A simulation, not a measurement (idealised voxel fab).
This section sets out a process module, namely voxel spacer lines.
Cross-section cut: width 205 nm, square cells of 5 nm.
Each cross-section below is a grid of square cells, stated as bands in top-down order, with one or more rows of cells making up each band. A band entry consists of two parts. The first gives the height of the band's top and the height of its bottom, in nm. The rest lists the band's materials from left to right, each with its width in nm. A single material labelled with the word "full width" fills the band from edge to edge, and the word "blank" marks empty space. For the purposes of this specification, 0 denotes the height below which the wafer in its as-received condition is composed wholly of one material, and the lowermost band, lacking a lower limit, extends downward without end, as expressed in "0 -> down". So if you see something like "30->40" for the width, read it as the top row of the band sitting at the first number and the bottom row at the second, with every row in between moving by the same amount as the last. When a step is marked "same as before", none of the cells in the cross-section changed during that step. If an empty space has no open way to the top and is at least 8 cells in size, "Fully sealed cavities" lists it, written width x height at distance, where distance is measured from the left edge and every value is in nm. On each step's line, the part that comes after the settings is the simulator's own comment on the step. Each step line may optionally specify "overlay nm", which for a step with a mask gives the rightward distance between the mask's planned place and where it lay, a negative value indicating the leftward direction. Read each pair as before and after one process step. The after cross-section shows only down to the lowest band that changed. The step between them and its settings are given below the pair. Pairs can come from different runs of this module on the same starting wafer. A pair continues from the pair above only where its "Prior to step" entry says so.
[Prior to step]
- 0 -> down: Si full width
- Fully sealed cavities: none
[Step Result]
- 10 -> 0: Al2O3 full width
- Rest of section, below 0: as before.
- Fully sealed cavities: none
Quick note on the step between the two cross-sections above: CONFORMAL_DEP, material Al2O3, thk nm 10
Prior to step: Please consult the pair immediately above; the cross-section it shows after its step is the state before this step.
[Step Result]
- 30 -> 10: polySi full width
- Rest of section, below 10: as before.
- Fully sealed cavities: none
Quick note on the step between the two cross-sections above: DIRECTIONAL_DEP, material polySi, thk nm 20
Prior to step: Please consult the pair immediately above; the cross-section it shows after its step is the state before this step.
[Step Result]
- 55 -> 30: aC full width
- Rest of section, below 30: as before.
- Fully sealed cavities: none
Quick note on the step between the two cross-sections above: DIRECTIONAL_DEP, material aC, thk nm 25
Prior to step: Please consult the pair immediately above; the cross-section it shows after its step is the state before this step.
[Step Result]
- 90 -> 55: 65 blank, 15 resist, 45 blank, 15 resist, 65 blank
- Rest of section, below 55: as before.
- Fully sealed cavities: none
Quick note on the step between the two cross-sections above: PATTERN, tone cover, mask id MANDREL, material resist, width nm 15, pitch nm 60, thk nm 35, overlay nm 0
Prior to step: Please consult the pair immediately above; the cross-section it shows after its step is the state before this step.
[Step Result]
- 65 -> 55: 65 blank, 15 resist, 45 blank, 15 resist, 65 blank
- 55 -> 30: 65 blank, 15 aC, 45 blank, 15 aC, 65 blank
- Rest of section, below 30: as before.
- Fully sealed cavities: none
Quick note on the step between the two cross-sections above: DIRECTIONAL_ETCH, etch materials aC, depth nm 25
Prior to step: Please consult the pair immediately above; the cross-section it shows after its step is the state before this step.
[Step Result]
- 55 -> 30: 65 blank, 15 aC, 45 blank, 15 aC, 65 blank
- Rest of section, below 30: as before.
- Fully sealed cavities: none
Quick note on the step between the two cross-sections above: STRIP, etch materials resist
Prior to step: Please consult the pair immediately above; the cross-section it shows after its step is the state before this step.
[Step Result]
- 70 -> 55: 50 blank, 45 SiN, 15 blank, 45 SiN, 50 blank
- 55 -> 45: 50 blank, 15 SiN, 15 aC, 15 SiN, 15 blank, 15 SiN, 15 aC, 15 SiN, 50 blank
- 45 -> 30: 65 SiN, 15 aC, 45 SiN, 15 aC, 65 SiN
- Rest of section, below 30: as before.
- Fully sealed cavities: none
Quick note on the step between the two cross-sections above: CONFORMAL_DEP, material SiN, thk nm 15
Prior to step: Please consult the pair immediately above; the cross-section it shows after its step is the state before this step.
[Step Result]
- 55 -> 30: 50 blank, 15 SiN, 15 aC, 15 SiN, 15 blank, 15 SiN, 15 aC, 15 SiN, 50 blank
- Rest of section, below 30: as before.
- Fully sealed cavities: none
Quick note on the step between the two cross-sections above: DIRECTIONAL_ETCH, etch materials SiN, depth nm 15
Prior to step: Please consult the pair immediately above; the cross-section it shows after its step is the state before this step.
[Step Result]
- 55 -> 30: 50 blank, 15 SiN, 15 blank, 15 SiN, 15 blank, 15 SiN, 15 blank, 15 SiN, 50 blank
- Rest of section, below 30: as before.
- Fully sealed cavities: none
Quick note on the step between the two cross-sections above: STRIP, etch materials aC
Prior to step: Please consult the pair immediately above; the cross-section it shows after its step is the state before this step.
[Step Result]
- 55 -> 30: 50 blank, 15 SiN, 15 blank, 15 SiN, 15 blank, 15 SiN, 15 blank, 15 SiN, 50 blank
- 30 -> 10: 50 blank, 15 polySi, 15 blank, 15 polySi, 15 blank, 15 polySi, 15 blank, 15 polySi, 50 blank
- Rest of section, below 10: as before.
- Fully sealed cavities: none
Quick note on the step between the two cross-sections above: DIRECTIONAL_ETCH, etch materials polySi, depth nm 20
Prior to step: Please consult the pair immediately above; the cross-section it shows after its step is the state before this step.
[Step Result]
- 30 -> 10: 50 blank, 15 polySi, 15 blank, 15 polySi, 15 blank, 15 polySi, 15 blank, 15 polySi, 50 blank
- Rest of section, below 10: as before.
- Fully sealed cavities: none
Quick note on the step between the two cross-sections above: STRIP, etch materials SiN
Prior to step: Please consult the pair immediately above; the cross-section it shows after its step is the state before this step.
[Step Result]
- 40 -> 30: SiO2 full width
- 30 -> 10: 50 SiO2, 15 polySi, 15 SiO2, 15 polySi, 15 SiO2, 15 polySi, 15 SiO2, 15 polySi, 50 SiO2
- Rest of section, below 10: as before.
- Fully sealed cavities: none
Quick note on the step between the two cross-sections above: FILL_DEP, material SiO2, thk nm 10
Prior to step: Please consult the pair immediately above; the cross-section it shows after its step is the state before this step.
[Step Result]
- 30 -> 10: 50 SiO2, 15 polySi, 15 SiO2, 15 polySi, 15 SiO2, 15 polySi, 15 SiO2, 15 polySi, 50 SiO2
- Rest of section, below 10: as before.
- Fully sealed cavities: none
Quick note on the step between the two cross-sections above: CMP, height nm 30
[Prior to step]
- 0 -> down: Si full width
- Fully sealed cavities: none
[Step Result]
- 20 -> 0: polySi full width
- Rest of section, below 0: as before.
- Fully sealed cavities: none
Quick note on the step between the two cross-sections above: DIRECTIONAL_DEP, material polySi, thk nm 20
Prior to step: Please consult the pair immediately above; the cross-section it shows after its step is the state before this step.
[Step Result]
- 45 -> 20: aC full width
- Rest of section, below 20: as before.
- Fully sealed cavities: none
Quick note on the step between the two cross-sections above: DIRECTIONAL_DEP, material aC, thk nm 25
Prior to step: Please consult the pair immediately above; the cross-section it shows after its step is the state before this step.
[Step Result]
- 80 -> 45: 65 blank, 15 resist, 45 blank, 15 resist, 65 blank
- Rest of section, below 45: as before.
- Fully sealed cavities: none
Quick note on the step between the two cross-sections above: PATTERN, tone cover, mask id MANDREL, material resist, width nm 15, pitch nm 60, thk nm 35, overlay nm 0
Prior to step: Please consult the pair immediately above; the cross-section it shows after its step is the state before this step.
[Step Result]
- 55 -> 45: 65 blank, 15 resist, 45 blank, 15 resist, 65 blank
- 45 -> 20: 65 blank, 15 aC, 45 blank, 15 aC, 65 blank
- Rest of section, below 20: as before.
- Fully sealed cavities: none
Quick note on the step between the two cross-sections above: DIRECTIONAL_ETCH, etch materials aC, depth nm 25
Prior to step: Please consult the pair immediately above; the cross-section it shows after its step is the state before this step.
[Step Result]
- 45 -> 20: 65 blank, 15 aC, 45 blank, 15 aC, 65 blank
- Rest of section, below 20: as before.
- Fully sealed cavities: none
Quick note on the step between the two cross-sections above: STRIP, etch materials resist
Prior to step: Please consult the pair immediately above; the cross-section it shows after its step is the state before this step.
[Step Result]
- 60 -> 45: 50 blank, 45 SiN, 15 blank, 45 SiN, 50 blank
- 45 -> 35: 50 blank, 15 SiN, 15 aC, 15 SiN, 15 blank, 15 SiN, 15 aC, 15 SiN, 50 blank
- 35 -> 20: 65 SiN, 15 aC, 45 SiN, 15 aC, 65 SiN
- Rest of section, below 20: as before.
- Fully sealed cavities: none
Quick note on the step between the two cross-sections above: CONFORMAL_DEP, material SiN, thk nm 15
Prior to step: Please consult the pair immediately above; the cross-section it shows after its step is the state before this step.
[Step Result]
- 45 -> 20: 50 blank, 15 SiN, 15 aC, 15 SiN, 15 blank, 15 SiN, 15 aC, 15 SiN, 50 blank
- Rest of section, below 20: as before.
- Fully sealed cavities: none
Quick note on the step between the two cross-sections above: DIRECTIONAL_ETCH, etch materials SiN, depth nm 15
Prior to step: Please consult the pair immediately above; the cross-section it shows after its step is the state before this step.
[Step Result]
- 45 -> 20: 50 blank, 15 SiN, 15 blank, 15 SiN, 15 blank, 15 SiN, 15 blank, 15 SiN, 50 blank
- Rest of section, below 20: as before.
- Fully sealed cavities: none
Quick note on the step between the two cross-sections above: STRIP, etch materials aC
Prior to step: Please consult the pair immediately above; the cross-section it shows after its step is the state before this step.
[Step Result]
- 45 -> 20: 50 blank, 15 SiN, 15 blank, 15 SiN, 15 blank, 15 SiN, 15 blank, 15 SiN, 50 blank
- 20 -> 0: 50 blank, 15 polySi, 15 blank, 15 polySi, 15 blank, 15 polySi, 15 blank, 15 polySi, 50 blank
- Rest of section, below 0: as before.
- Fully sealed cavities: none
Quick note on the step between the two cross-sections above: DIRECTIONAL_ETCH, etch materials polySi, depth nm 20
Prior to step: Please consult the pair immediately above; the cross-section it shows after its step is the state before this step.
[Step Result]
- 20 -> 0: 50 blank, 15 polySi, 15 blank, 15 polySi, 15 blank, 15 polySi, 15 blank, 15 polySi, 50 blank
- Rest of section, below 0: as before.
- Fully sealed cavities: none
Quick note on the step between the two cross-sections above: STRIP, etch materials SiN
Prior to step: Please consult the pair immediately above; the cross-section it shows after its step is the state before this step.
[Step Result]
- 30 -> 20: SiO2 full width
- 20 -> 0: 50 SiO2, 15 polySi, 15 SiO2, 15 polySi, 15 SiO2, 15 polySi, 15 SiO2, 15 polySi, 50 SiO2
- Rest of section, below 0: as before.
- Fully sealed cavities: none
Quick note on the step between the two cross-sections above: FILL_DEP, material SiO2, thk nm 10
[Prior to step]
- 55 -> 30: 50 blank, 15 SiN, 15 aC, 15 SiN, 15 blank, 15 SiN, 15 aC, 15 SiN, 50 blank
- 30 -> 10: polySi full width
- 10 -> 0: Al2O3 full width
- 0 -> down: Si full width
- Fully sealed cavities: none
[Step Result]
- 55 -> 40: 65 blank, 15 aC, 45 blank, 15 aC, 65 blank
- Rest of section, below 40: as before.
- Fully sealed cavities: none
Quick note on the step between the two cross-sections above: DIRECTIONAL_ETCH, etch materials SiN, depth nm 15
Prior to step: Please consult the pair immediately above; the cross-section it shows after its step is the state before this step.
[Step Result]
- 40 -> 30: 50 blank, 15 SiN, 15 blank, 15 SiN, 15 blank, 15 SiN, 15 blank, 15 SiN, 50 blank
- Rest of section, below 30: as before.
- Fully sealed cavities: none
Quick note on the step between the two cross-sections above: STRIP, etch materials aC
Prior to step: Please consult the pair immediately above; the cross-section it shows after its step is the state before this step.
[Step Result]
- 40 -> 30: 50 blank, 15 SiN, 15 blank, 15 SiN, 15 blank, 15 SiN, 15 blank, 15 SiN, 50 blank
- 30 -> 10: 50 blank, 15 polySi, 15 blank, 15 polySi, 15 blank, 15 polySi, 15 blank, 15 polySi, 50 blank
- Rest of section, below 10: as before.
- Fully sealed cavities: none
Quick note on the step between the two cross-sections above: DIRECTIONAL_ETCH, etch materials polySi, depth nm 20
Prior to step: Please consult the pair immediately above; the cross-section it shows after its step is the state before this step.
[Step Result]
- 30 -> 10: 50 blank, 15 polySi, 15 blank, 15 polySi, 15 blank, 15 polySi, 15 blank, 15 polySi, 50 blank
- Rest of section, below 10: as before.
- Fully sealed cavities: none
Quick note on the step between the two cross-sections above: STRIP, etch materials SiN
[Prior to step]
- 20 -> 0: polySi full width
- 0 -> down: Si full width
- Fully sealed cavities: none
[Step Result]
- 30 -> 20: Al2O3 full width
- Rest of section, below 20: as before.
- Fully sealed cavities: none
Quick note on the step between the two cross-sections above: CONFORMAL_DEP, material Al2O3, thk nm 10
Prior to step: Please consult the pair immediately above; the cross-section it shows after its step is the state before this step.
[Step Result]
- 55 -> 30: aC full width
- Rest of section, below 30: as before.
- Fully sealed cavities: none
Quick note on the step between the two cross-sections above: DIRECTIONAL_DEP, material aC, thk nm 25
Prior to step: Please consult the pair immediately above; the cross-section it shows after its step is the state before this step.
[Step Result]
- 90 -> 55: 65 blank, 15 resist, 45 blank, 15 resist, 65 blank
- Rest of section, below 55: as before.
- Fully sealed cavities: none
Quick note on the step between the two cross-sections above: PATTERN, tone cover, mask id MANDREL, material resist, width nm 15, pitch nm 60, thk nm 35, overlay nm 0
Prior to step: Please consult the pair immediately above; the cross-section it shows after its step is the state before this step.
[Step Result]
- 65 -> 55: 65 blank, 15 resist, 45 blank, 15 resist, 65 blank
- 55 -> 30: 65 blank, 15 aC, 45 blank, 15 aC, 65 blank
- Rest of section, below 30: as before.
- Fully sealed cavities: none
Quick note on the step between the two cross-sections above: DIRECTIONAL_ETCH, etch materials aC, depth nm 25
Prior to step: Please consult the pair immediately above; the cross-section it shows after its step is the state before this step.
[Step Result]
- 55 -> 30: 65 blank, 15 aC, 45 blank, 15 aC, 65 blank
- Rest of section, below 30: as before.
- Fully sealed cavities: none
Quick note on the step between the two cross-sections above: STRIP, etch materials resist
Prior to step: Please consult the pair immediately above; the cross-section it shows after its step is the state before this step.
[Step Result]
- 70 -> 55: 50 blank, 45 SiN, 15 blank, 45 SiN, 50 blank
- 55 -> 45: 50 blank, 15 SiN, 15 aC, 15 SiN, 15 blank, 15 SiN, 15 aC, 15 SiN, 50 blank
- 45 -> 30: 65 SiN, 15 aC, 45 SiN, 15 aC, 65 SiN
- Rest of section, below 30: as before.
- Fully sealed cavities: none
Quick note on the step between the two cross-sections above: CONFORMAL_DEP, material SiN, thk nm 15
Prior to step: Please consult the pair immediately above; the cross-section it shows after its step is the state before this step.
[Step Result]
- 55 -> 30: 50 blank, 15 SiN, 15 aC, 15 SiN, 15 blank, 15 SiN, 15 aC, 15 SiN, 50 blank
- Rest of section, below 30: as before.
- Fully sealed cavities: none
Quick note on the step between the two cross-sections above: DIRECTIONAL_ETCH, etch materials SiN, depth nm 15
Prior to step: Please consult the pair immediately above; the cross-section it shows after its step is the state before this step.
[Step Result]
- 55 -> 30: 50 blank, 15 SiN, 15 blank, 15 SiN, 15 blank, 15 SiN, 15 blank, 15 SiN, 50 blank
- Rest of section, below 30: as before.
- Fully sealed cavities: none
Quick note on the step between the two cross-sections above: STRIP, etch materials aC
Prior to step: Please consult the pair immediately above; the cross-section it shows after its step is the state before this step.
[Step Result]
- 30 -> 20: Al2O3 full width
- Rest of section, below 20: as before.
- Fully sealed cavities: none
Quick note on the step between the two cross-sections above: STRIP, etch materials SiN
Prior to step: Please consult the pair immediately above; the cross-section it shows after its step is the state before this step.
[Step Result]
- 40 -> 30: SiO2 full width
- Rest of section, below 30: as before.
- Fully sealed cavities: none
Quick note on the step between the two cross-sections above: FILL_DEP, material SiO2, thk nm 10
Prior to step: Please consult the pair immediately above; the cross-section it shows after its step is the state before this step.
[Step Result]
- 30 -> 20: Al2O3 full width
- Rest of section, below 20: as before.
- Fully sealed cavities: none
Quick note on the step between the two cross-sections above: CMP, height nm 30
[Prior to step]
- 55 -> 30: 65 blank, 15 aC, 45 blank, 15 aC, 65 blank
- 30 -> 10: polySi full width
- 10 -> 0: Al2O3 full width
- 0 -> down: Si full width
- Fully sealed cavities: none
[Step Result]
- 60 -> 55: 60 blank, 25 SiN, 35 blank, 25 SiN, 60 blank
- 55 -> 35: 60 blank, 5 SiN, 15 aC, 5 SiN, 35 blank, 5 SiN, 15 aC, 5 SiN, 60 blank
- 35 -> 30: 65 SiN, 15 aC, 45 SiN, 15 aC, 65 SiN
- Rest of section, below 30: as before.
- Fully sealed cavities: none
Quick note on the step between the two cross-sections above: CONFORMAL_DEP, material SiN, thk nm 5
Prior to step: Please consult the pair immediately above; the cross-section it shows after its step is the state before this step.
[Step Result]
- 55 -> 45: 65 blank, 15 aC, 45 blank, 15 aC, 65 blank
- 45 -> 30: 60 blank, 5 SiN, 15 aC, 5 SiN, 35 blank, 5 SiN, 15 aC, 5 SiN, 60 blank
- Rest of section, below 30: as before.
- Fully sealed cavities: none
Quick note on the step between the two cross-sections above: DIRECTIONAL_ETCH, etch materials SiN, depth nm 15
Prior to step: Please consult the pair immediately above; the cross-section it shows after its step is the state before this step.
[Step Result]
- 45 -> 30: 60 blank, 5 SiN, 15 blank, 5 SiN, 35 blank, 5 SiN, 15 blank, 5 SiN, 60 blank
- Rest of section, below 30: as before.
- Fully sealed cavities: none
Quick note on the step between the two cross-sections above: STRIP, etch materials aC
Prior to step: Please consult the pair immediately above; the cross-section it shows after its step is the state before this step.
[Step Result]
- 45 -> 30: 60 blank, 5 SiN, 15 blank, 5 SiN, 35 blank, 5 SiN, 15 blank, 5 SiN, 60 blank
- 30 -> 10: 60 blank, 5 polySi, 15 blank, 5 polySi, 35 blank, 5 polySi, 15 blank, 5 polySi, 60 blank
- Rest of section, below 10: as before.
- Fully sealed cavities: none
Quick note on the step between the two cross-sections above: DIRECTIONAL_ETCH, etch materials polySi, depth nm 20
Prior to step: Please consult the pair immediately above; the cross-section it shows after its step is the state before this step.
[Step Result]
- 30 -> 10: 60 blank, 5 polySi, 15 blank, 5 polySi, 35 blank, 5 polySi, 15 blank, 5 polySi, 60 blank
- Rest of section, below 10: as before.
- Fully sealed cavities: none
Quick note on the step between the two cross-sections above: STRIP, etch materials SiN
Prior to step: Please consult the pair immediately above; the cross-section it shows after its step is the state before this step.
[Step Result]
- 40 -> 30: SiO2 full width
- 30 -> 10: 60 SiO2, 5 polySi, 15 SiO2, 5 polySi, 35 SiO2, 5 polySi, 15 SiO2, 5 polySi, 60 SiO2
- Rest of section, below 10: as before.
- Fully sealed cavities: none
Quick note on the step between the two cross-sections above: FILL_DEP, material SiO2, thk nm 10
Prior to step: Please consult the pair immediately above; the cross-section it shows after its step is the state before this step.
[Step Result]
- 30 -> 10: 60 SiO2, 5 polySi, 15 SiO2, 5 polySi, 35 SiO2, 5 polySi, 15 SiO2, 5 polySi, 60 SiO2
- Rest of section, below 10: as before.
- Fully sealed cavities: none
Quick note on the step between the two cross-sections above: CMP, height nm 30
[Prior to step]
- 55 -> 30: aC full width
- 30 -> 10: polySi full width
- 10 -> 0: Al2O3 full width
- 0 -> down: Si full width
- Fully sealed cavities: none
[Step Result]
- 90 -> 55: 65 blank, 20 resist, 40 blank, 20 resist, 60 blank
- Rest of section, below 55: as before.
- Fully sealed cavities: none
Quick note on the step between the two cross-sections above: PATTERN, tone cover, mask id MANDREL, material resist, width nm 20, pitch nm 60, thk nm 35, overlay nm 0
Prior to step: Please consult the pair immediately above; the cross-section it shows after its step is the state before this step.
[Step Result]
- 65 -> 55: 65 blank, 20 resist, 40 blank, 20 resist, 60 blank
- 55 -> 30: 65 blank, 20 aC, 40 blank, 20 aC, 60 blank
- Rest of section, below 30: as before.
- Fully sealed cavities: none
Quick note on the step between the two cross-sections above: DIRECTIONAL_ETCH, etch materials aC, depth nm 25
Prior to step: Please consult the pair immediately above; the cross-section it shows after its step is the state before this step.
[Step Result]
- 55 -> 30: 65 blank, 20 aC, 40 blank, 20 aC, 60 blank
- Rest of section, below 30: as before.
- Fully sealed cavities: none
Quick note on the step between the two cross-sections above: STRIP, etch materials resist
Prior to step: Please consult the pair immediately above; the cross-section it shows after its step is the state before this step.
[Step Result]
- 70 -> 55: 50 blank, 50 SiN, 10 blank, 50 SiN, 45 blank
- 55 -> 45: 50 blank, 15 SiN, 20 aC, 15 SiN, 10 blank, 15 SiN, 20 aC, 15 SiN, 45 blank
- 45 -> 30: 65 SiN, 20 aC, 40 SiN, 20 aC, 60 SiN
- Rest of section, below 30: as before.
- Fully sealed cavities: none
Quick note on the step between the two cross-sections above: CONFORMAL_DEP, material SiN, thk nm 15
Prior to step: Please consult the pair immediately above; the cross-section it shows after its step is the state before this step.
[Step Result]
- 55 -> 30: 50 blank, 15 SiN, 20 aC, 15 SiN, 10 blank, 15 SiN, 20 aC, 15 SiN, 45 blank
- Rest of section, below 30: as before.
- Fully sealed cavities: none
Quick note on the step between the two cross-sections above: DIRECTIONAL_ETCH, etch materials SiN, depth nm 15
Prior to step: Please consult the pair immediately above; the cross-section it shows after its step is the state before this step.
[Step Result]
- 55 -> 30: 50 blank, 15 SiN, 20 blank, 15 SiN, 10 blank, 15 SiN, 20 blank, 15 SiN, 45 blank
- Rest of section, below 30: as before.
- Fully sealed cavities: none
Quick note on the step between the two cross-sections above: STRIP, etch materials aC
Prior to step: Please consult the pair immediately above; the cross-section it shows after its step is the state before this step.
[Step Result]
- 55 -> 30: 50 blank, 15 SiN, 20 blank, 15 SiN, 10 blank, 15 SiN, 20 blank, 15 SiN, 45 blank
- 30 -> 10: 50 blank, 15 polySi, 20 blank, 15 polySi, 10 blank, 15 polySi, 20 blank, 15 polySi, 45 blank
- Rest of section, below 10: as before.
- Fully sealed cavities: none
Quick note on the step between the two cross-sections above: DIRECTIONAL_ETCH, etch materials polySi, depth nm 20
Prior to step: Please consult the pair immediately above; the cross-section it shows after its step is the state before this step.
[Step Result]
- 30 -> 10: 50 blank, 15 polySi, 20 blank, 15 polySi, 10 blank, 15 polySi, 20 blank, 15 polySi, 45 blank
- Rest of section, below 10: as before.
- Fully sealed cavities: none
Quick note on the step between the two cross-sections above: STRIP, etch materials SiN
Prior to step: Please consult the pair immediately above; the cross-section it shows after its step is the state before this step.
[Step Result]
- 40 -> 30: SiO2 full width
- 30 -> 10: 50 SiO2, 15 polySi, 20 SiO2, 15 polySi, 10 SiO2, 15 polySi, 20 SiO2, 15 polySi, 45 SiO2
- Rest of section, below 10: as before.
- Fully sealed cavities: none
Quick note on the step between the two cross-sections above: FILL_DEP, material SiO2, thk nm 10
Prior to step: Please consult the pair immediately above; the cross-section it shows after its step is the state before this step.
[Step Result]
- 30 -> 10: 50 SiO2, 15 polySi, 20 SiO2, 15 polySi, 10 SiO2, 15 polySi, 20 SiO2, 15 polySi, 45 SiO2
- Rest of section, below 10: as before.
- Fully sealed cavities: none
Quick note on the step between the two cross-sections above: CMP, height nm 30
[Prior to step]
- 55 -> 30: aC full width
- 30 -> 10: polySi full width
- 10 -> 0: Al2O3 full width
- 0 -> down: Si full width
- Fully sealed cavities: none
[Step Result]
- 90 -> 55: 60 blank, 15 resist, 45 blank, 15 resist, 70 blank
- Rest of section, below 55: as before.
- Fully sealed cavities: none
Quick note on the step between the two cross-sections above: PATTERN, tone cover, mask id MANDREL, material resist, width nm 15, pitch nm 60, thk nm 35, overlay nm -5
Prior to step: Please consult the pair immediately above; the cross-section it shows after its step is the state before this step.
[Step Result]
- 65 -> 55: 60 blank, 15 resist, 45 blank, 15 resist, 70 blank
- 55 -> 30: 60 blank, 15 aC, 45 blank, 15 aC, 70 blank
- Rest of section, below 30: as before.
- Fully sealed cavities: none
Quick note on the step between the two cross-sections above: DIRECTIONAL_ETCH, etch materials aC, depth nm 25
Prior to step: Please consult the pair immediately above; the cross-section it shows after its step is the state before this step.
[Step Result]
- 55 -> 30: 60 blank, 15 aC, 45 blank, 15 aC, 70 blank
- Rest of section, below 30: as before.
- Fully sealed cavities: none
Quick note on the step between the two cross-sections above: STRIP, etch materials resist
Prior to step: Please consult the pair immediately above; the cross-section it shows after its step is the state before this step.
[Step Result]
- 70 -> 55: 45 blank, 45 SiN, 15 blank, 45 SiN, 55 blank
- 55 -> 45: 45 blank, 15 SiN, 15 aC, 15 SiN, 15 blank, 15 SiN, 15 aC, 15 SiN, 55 blank
- 45 -> 30: 60 SiN, 15 aC, 45 SiN, 15 aC, 70 SiN
- Rest of section, below 30: as before.
- Fully sealed cavities: none
Quick note on the step between the two cross-sections above: CONFORMAL_DEP, material SiN, thk nm 15
Prior to step: Please consult the pair immediately above; the cross-section it shows after its step is the state before this step.
[Step Result]
- 55 -> 30: 45 blank, 15 SiN, 15 aC, 15 SiN, 15 blank, 15 SiN, 15 aC, 15 SiN, 55 blank
- Rest of section, below 30: as before.
- Fully sealed cavities: none
Quick note on the step between the two cross-sections above: DIRECTIONAL_ETCH, etch materials SiN, depth nm 15
Prior to step: Please consult the pair immediately above; the cross-section it shows after its step is the state before this step.
[Step Result]
- 55 -> 30: 45 blank, 15 SiN, 15 blank, 15 SiN, 15 blank, 15 SiN, 15 blank, 15 SiN, 55 blank
- Rest of section, below 30: as before.
- Fully sealed cavities: none
Quick note on the step between the two cross-sections above: STRIP, etch materials aC
Prior to step: Please consult the pair immediately above; the cross-section it shows after its step is the state before this step.
[Step Result]
- 55 -> 30: 45 blank, 15 SiN, 15 blank, 15 SiN, 15 blank, 15 SiN, 15 blank, 15 SiN, 55 blank
- 30 -> 10: 45 blank, 15 polySi, 15 blank, 15 polySi, 15 blank, 15 polySi, 15 blank, 15 polySi, 55 blank
- Rest of section, below 10: as before.
- Fully sealed cavities: none
Quick note on the step between the two cross-sections above: DIRECTIONAL_ETCH, etch materials polySi, depth nm 20
Prior to step: Please consult the pair immediately above; the cross-section it shows after its step is the state before this step.
[Step Result]
- 30 -> 10: 45 blank, 15 polySi, 15 blank, 15 polySi, 15 blank, 15 polySi, 15 blank, 15 polySi, 55 blank
- Rest of section, below 10: as before.
- Fully sealed cavities: none
Quick note on the step between the two cross-sections above: STRIP, etch materials SiN
Prior to step: Please consult the pair immediately above; the cross-section it shows after its step is the state before this step.
[Step Result]
- 40 -> 30: SiO2 full width
- 30 -> 10: 45 SiO2, 15 polySi, 15 SiO2, 15 polySi, 15 SiO2, 15 polySi, 15 SiO2, 15 polySi, 55 SiO2
- Rest of section, below 10: as before.
- Fully sealed cavities: none
Quick note on the step between the two cross-sections above: FILL_DEP, material SiO2, thk nm 10
Prior to step: Please consult the pair immediately above; the cross-section it shows after its step is the state before this step.
[Step Result]
- 30 -> 10: 45 SiO2, 15 polySi, 15 SiO2, 15 polySi, 15 SiO2, 15 polySi, 15 SiO2, 15 polySi, 55 SiO2
- Rest of section, below 10: as before.
- Fully sealed cavities: none
Quick note on the step between the two cross-sections above: CMP, height nm 30
[Prior to step]
- 30 -> 10: 50 blank, 15 polySi, 15 blank, 15 polySi, 15 blank, 15 polySi, 15 blank, 15 polySi, 50 blank
- 10 -> 0: Al2O3 full width
- 0 -> down: Si full width
- Fully sealed cavities: none
[Step Result]
- 40 -> 30: Al2O3 full width
- 30 -> 10: 50 Al2O3, 15 polySi, 15 Al2O3, 15 polySi, 15 Al2O3, 15 polySi, 15 Al2O3, 15 polySi, 50 Al2O3
- Rest of section, below 10: as before.
- Fully sealed cavities: none
Quick note on the step between the two cross-sections above: FILL_DEP, material Al2O3, thk nm 10
Prior to step: Please consult the pair immediately above; the cross-section it shows after its step is the state before this step.
[Step Result]
- 30 -> 10: 50 Al2O3, 15 polySi, 15 Al2O3, 15 polySi, 15 Al2O3, 15 polySi, 15 Al2O3, 15 polySi, 50 Al2O3
- Rest of section, below 10: as before.
- Fully sealed cavities: none
Quick note on the step between the two cross-sections above: CMP, height nm 30
